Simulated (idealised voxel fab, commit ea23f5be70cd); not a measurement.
The process module presented herein is designated voxel wiring stack.
Each square cell in cross-section cut measures 5 nm, and the section as a whole is 285 nm wide.
Cross-section = grid of square cells, listed top down in bands; band = one or more rows. What a band's entry tells you: where the top is and where the bottom is, as heights in nm, and after that what lies inside, material by material from left to right, each with its width in nm. Empty space is written as the word "air", and a single material marked with the word "everywhere" occupies the band from edge to edge. We count height from 0. Below that, the starting wafer is all one material. The lowest band never ends at the bottom but goes on down; see "0 -> down" for how that is written. Read "30->40" as a graded width: first number on top, second number at the bottom, same change between each pair of neighbouring rows. Given "no change occurred" for a step, no cell of the cross-section differs between before and after that step. Basically, "Enclosed cavities" tells you about the enclosed voids: empty spaces with no open way to the top, 8 cells or bigger, each written width x height at distance, where distance is from the left edge, all in nm. On each step's line, the part that comes after the settings is the simulator's own comment on the step. overlay nm, on a step with a mask: how far to the right of its planned place the mask lay; to the left if negative.
Process steps (planned)
1 RECEIVE [material Si]
2 CONFORMAL_DEP [material SiO2] [thk nm 15]
3 CONFORMAL_DEP [material SiCN] [thk nm 5]
4 DIRECTIONAL_DEP [material lowk] [thk nm 25]
5 MASKED_ETCH [tone open] [mask id METAL_1] [width nm 25] [pitch nm 50] [etch materials lowk] [depth nm 25] [overlay nm 0]
6 MASKED_ETCH [tone open] [mask id METAL_1] [width nm 25] [pitch nm 50] [etch materials SiCN] [depth nm 5] [overlay nm -15]
7 CONFORMAL_DEP [material TiN] [thk nm 5]
8 FILL_DEP [material Cu] [thk nm 10]
9 CMP [height nm 45]
10 CONFORMAL_DEP [material SiCN] [thk nm 5]
11 DIRECTIONAL_DEP [material lowk] [thk nm 15]
12 DIRECTIONAL_DEP [material aC] [thk nm 10]
13 PATTERN [tone open] [mask id PLUG_1] [material resist] [width nm 15] [pitch nm 50] [thk nm 25] [overlay nm 0]
14 DIRECTIONAL_ETCH [etch materials aC] [depth nm 10]
15 STRIP [etch materials resist]
16 DIRECTIONAL_ETCH [etch materials lowk] [depth nm 15]
17 DIRECTIONAL_ETCH [etch materials SiCN] [depth nm 5]
18 STRIP [etch materials aC]
19 CONFORMAL_DEP [material TiN] [thk nm 5]
20 FILL_DEP [material Cu] [thk nm 5]
21 CMP [height nm 65]
22 CONFORMAL_DEP [material SiCN] [thk nm 5]
23 DIRECTIONAL_DEP [material SiO2] [thk nm 25]
24 DIRECTIONAL_DEP [material aC] [thk nm 15]
25 PATTERN [tone open] [mask id METAL_2] [material resist] [width nm 25] [pitch nm 50] [thk nm 30] [overlay nm 0]
26 DIRECTIONAL_ETCH [etch materials aC] [depth nm 15]
27 STRIP [etch materials resist]
28 DIRECTIONAL_ETCH [etch materials SiO2] [depth nm 25]
29 DIRECTIONAL_ETCH [etch materials SiCN] [depth nm 5]
30 STRIP [etch materials aC]
31 CONFORMAL_DEP [material TiN] [thk nm 5]
32 FILL_DEP [material Cu] [thk nm 10]
33 CMP [height nm 95]
34 EPI [material Ru] [thk nm 5]
35 FILL_DEP [material SiCN] [thk nm 5]
36 DIRECTIONAL_DEP [material SiO2] [thk nm 30]
37 MASKED_ETCH [tone open] [mask id METAL_3_HOLES] [width nm 15] [pitch nm 50] [etch materials SiO2] [depth nm 30] [overlay nm 0]
38 DIRECTIONAL_DEP [material aC] [thk nm 15]
39 PATTERN [tone open] [mask id METAL_3] [material resist] [width nm 25] [pitch nm 50] [thk nm 30] [overlay nm 0]
40 DIRECTIONAL_ETCH [etch materials aC] [depth nm 15]
41 STRIP [etch materials resist]
42 DIRECTIONAL_ETCH [etch materials SiO2] [depth nm 20]
43 DIRECTIONAL_ETCH [etch materials SiCN] [depth nm 5]
44 STRIP [etch materials aC]
45 CONFORMAL_DEP [material TiN] [thk nm 5]
46 FILL_DEP [material Cu] [thk nm 10]
47 CMP [height nm 135]
48 CONFORMAL_DEP [material SiCN] [thk nm 5]
Among the wafers covered here, the point of difference is the overlay nm at step 6; their starting state is shared, and the plan presents the value of the first wafer.
First wafer of several, as received: cross-section after step 1
> 0 -> down  Si everywhere
> Enclosed cavities: none
Cross-sectional representation of the first of several wafers at the end of the module, i.e. after its terminal step, step 48
> 140 -> 135  SiCN everywhere
> 135 -> 120  SiO2: 55 / TiN: 5 / Cu: 15 / TiN: 5 / SiO2: 25 / TiN: 5 / Cu: 15 / TiN: 5 / SiO2: 25 / TiN: 5 / Cu: 15 / TiN: 5 / SiO2: 25 / TiN: 5 / Cu: 15 / TiN: 5 / SiO2: 55
> 120 -> 115  SiO2: 55 / TiN: 5 / Cu: 5 / TiN: 15 / SiO2: 25 / TiN: 5 / Cu: 5 / TiN: 15 / SiO2: 25 / TiN: 5 / Cu: 5 / TiN: 15 / SiO2: 25 / TiN: 5 / Cu: 5 / TiN: 15 / SiO2: 55
> 115 -> 105  SiO2: 55 / TiN: 5 / Cu: 5 / TiN: 5 / SiO2: 35 / TiN: 5 / Cu: 5 / TiN: 5 / SiO2: 35 / TiN: 5 / Cu: 5 / TiN: 5 / SiO2: 35 / TiN: 5 / Cu: 5 / TiN: 5 / SiO2: 65
> 105 -> 100  SiCN: 55 / TiN: 15 / SiCN: 35 / TiN: 15 / SiCN: 35 / TiN: 15 / SiCN: 35 / TiN: 15 / SiCN: 65
> 100 -> 95  SiCN: 50 / Ru: 35 / SiCN: 15 / Ru: 35 / SiCN: 15 / Ru: 35 / SiCN: 15 / Ru: 35 / SiCN: 50
> 95 -> 70  SiO2: 55 / TiN: 5 / Cu: 15 / TiN: 5 / SiO2: 25 / TiN: 5 / Cu: 15 / TiN: 5 / SiO2: 25 / TiN: 5 / Cu: 15 / TiN: 5 / SiO2: 25 / TiN: 5 / Cu: 15 / TiN: 5 / SiO2: 55
> 70 -> 65  SiCN: 55 / TiN: 25 / SiCN: 25 / TiN: 25 / SiCN: 25 / TiN: 25 / SiCN: 25 / TiN: 25 / SiCN: 55
> 65 -> 50  lowk: 55 / TiN: 5 / Cu: 5 / TiN: 5 / lowk: 35 / TiN: 5 / Cu: 5 / TiN: 5 / lowk: 35 / TiN: 5 / Cu: 5 / TiN: 5 / lowk: 35 / TiN: 5 / Cu: 5 / TiN: 5 / lowk: 65
> 50 -> 45  SiCN: 55 / TiN: 15 / SiCN: 35 / TiN: 15 / SiCN: 35 / TiN: 15 / SiCN: 35 / TiN: 15 / SiCN: 65
> 45 -> 25  lowk: 55 / TiN: 5 / Cu: 15 / TiN: 5 / lowk: 25 / TiN: 5 / Cu: 15 / TiN: 5 / lowk: 25 / TiN: 5 / Cu: 15 / TiN: 5 / lowk: 25 / TiN: 5 / Cu: 15 / TiN: 5 / lowk: 55
> 25 -> 20  lowk: 55 / TiN: 25 / lowk: 25 / TiN: 25 / lowk: 25 / TiN: 25 / lowk: 25 / TiN: 25 / lowk: 55
> 20 -> 15  SiCN: 55 / TiN: 10 / SiCN: 40 / TiN: 10 / SiCN: 40 / TiN: 10 / SiCN: 40 / TiN: 10 / SiCN: 70
> 15 -> 0  SiO2 everywhere
> 0 -> down  Si everywhere
> Enclosed cavities: none
Cross-section, last wafer, module completion
> 140 -> 135  SiCN everywhere
> 135 -> 120  SiO2: 55 / TiN: 5 / Cu: 15 / TiN: 5 / SiO2: 25 / TiN: 5 / Cu: 15 / TiN: 5 / SiO2: 25 / TiN: 5 / Cu: 15 / TiN: 5 / SiO2: 25 / TiN: 5 / Cu: 15 / TiN: 5 / SiO2: 55
> 120 -> 115  SiO2: 55 / TiN: 5 / Cu: 5 / TiN: 15 / SiO2: 25 / TiN: 5 / Cu: 5 / TiN: 15 / SiO2: 25 / TiN: 5 / Cu: 5 / TiN: 15 / SiO2: 25 / TiN: 5 / Cu: 5 / TiN: 15 / SiO2: 55
> 115 -> 105  SiO2: 55 / TiN: 5 / Cu: 5 / TiN: 5 / SiO2: 35 / TiN: 5 / Cu: 5 / TiN: 5 / SiO2: 35 / TiN: 5 / Cu: 5 / TiN: 5 / SiO2: 35 / TiN: 5 / Cu: 5 / TiN: 5 / SiO2: 65
> 105 -> 100  SiCN: 55 / TiN: 15 / SiCN: 35 / TiN: 15 / SiCN: 35 / TiN: 15 / SiCN: 35 / TiN: 15 / SiCN: 65
> 100 -> 95  SiCN: 50 / Ru: 35 / SiCN: 15 / Ru: 35 / SiCN: 15 / Ru: 35 / SiCN: 15 / Ru: 35 / SiCN: 50
> 95 -> 70  SiO2: 55 / TiN: 5 / Cu: 15 / TiN: 5 / SiO2: 25 / TiN: 5 / Cu: 15 / TiN: 5 / SiO2: 25 / TiN: 5 / Cu: 15 / TiN: 5 / SiO2: 25 / TiN: 5 / Cu: 15 / TiN: 5 / SiO2: 55
> 70 -> 65  SiCN: 55 / TiN: 25 / SiCN: 25 / TiN: 25 / SiCN: 25 / TiN: 25 / SiCN: 25 / TiN: 25 / SiCN: 55
> 65 -> 50  lowk: 55 / TiN: 5 / Cu: 5 / TiN: 5 / lowk: 35 / TiN: 5 / Cu: 5 / TiN: 5 / lowk: 35 / TiN: 5 / Cu: 5 / TiN: 5 / lowk: 35 / TiN: 5 / Cu: 5 / TiN: 5 / lowk: 65
> 50 -> 45  SiCN: 55 / TiN: 15 / SiCN: 35 / TiN: 15 / SiCN: 35 / TiN: 15 / SiCN: 35 / TiN: 15 / SiCN: 65
> 45 -> 25  lowk: 55 / TiN: 5 / Cu: 15 / TiN: 5 / lowk: 25 / TiN: 5 / Cu: 15 / TiN: 5 / lowk: 25 / TiN: 5 / Cu: 15 / TiN: 5 / lowk: 25 / TiN: 5 / Cu: 15 / TiN: 5 / lowk: 55
> 25 -> 20  lowk: 55 / TiN: 25 / lowk: 25 / TiN: 25 / lowk: 25 / TiN: 25 / lowk: 25 / TiN: 25 / lowk: 55
> 20 -> 15  SiCN: 70 / TiN: 10 / SiCN: 40 / TiN: 10 / SiCN: 40 / TiN: 10 / SiCN: 40 / TiN: 10 / SiCN: 55
> 15 -> 0  SiO2 everywhere
> 0 -> down  Si everywhere
> Enclosed cavities: none
Per wafer, end of module: cells gained (+) or lost (-) per material since receipt, then closed voids
overlay nm -15 | +168 Cu | +28 Ru | +262 SiCN | +594 SiO2 | +224 TiN | +320 lowk | Enclosed cavities: none
overlay nm -10 | +172 Cu | +28 Ru | +258 SiCN | +594 SiO2 | +224 TiN | +320 lowk | Enclosed cavities: none
overlay nm -5 | +176 Cu | +28 Ru | +254 SiCN | +594 SiO2 | +224 TiN | +320 lowk | Enclosed cavities: none
overlay nm 0 | +180 Cu | +28 Ru | +250 SiCN | +594 SiO2 | +224 TiN | +320 lowk | Enclosed cavities: none
overlay nm 5 | +176 Cu | +28 Ru | +254 SiCN | +594 SiO2 | +224 TiN | +320 lowk | Enclosed cavities: none
overlay nm 10 | +172 Cu | +28 Ru | +258 SiCN | +594 SiO2 | +224 TiN | +320 lowk | Enclosed cavities: none
overlay nm 15 | +168 Cu | +28 Ru | +262 SiCN | +594 SiO2 | +224 TiN | +320 lowk | Enclosed cavities: none
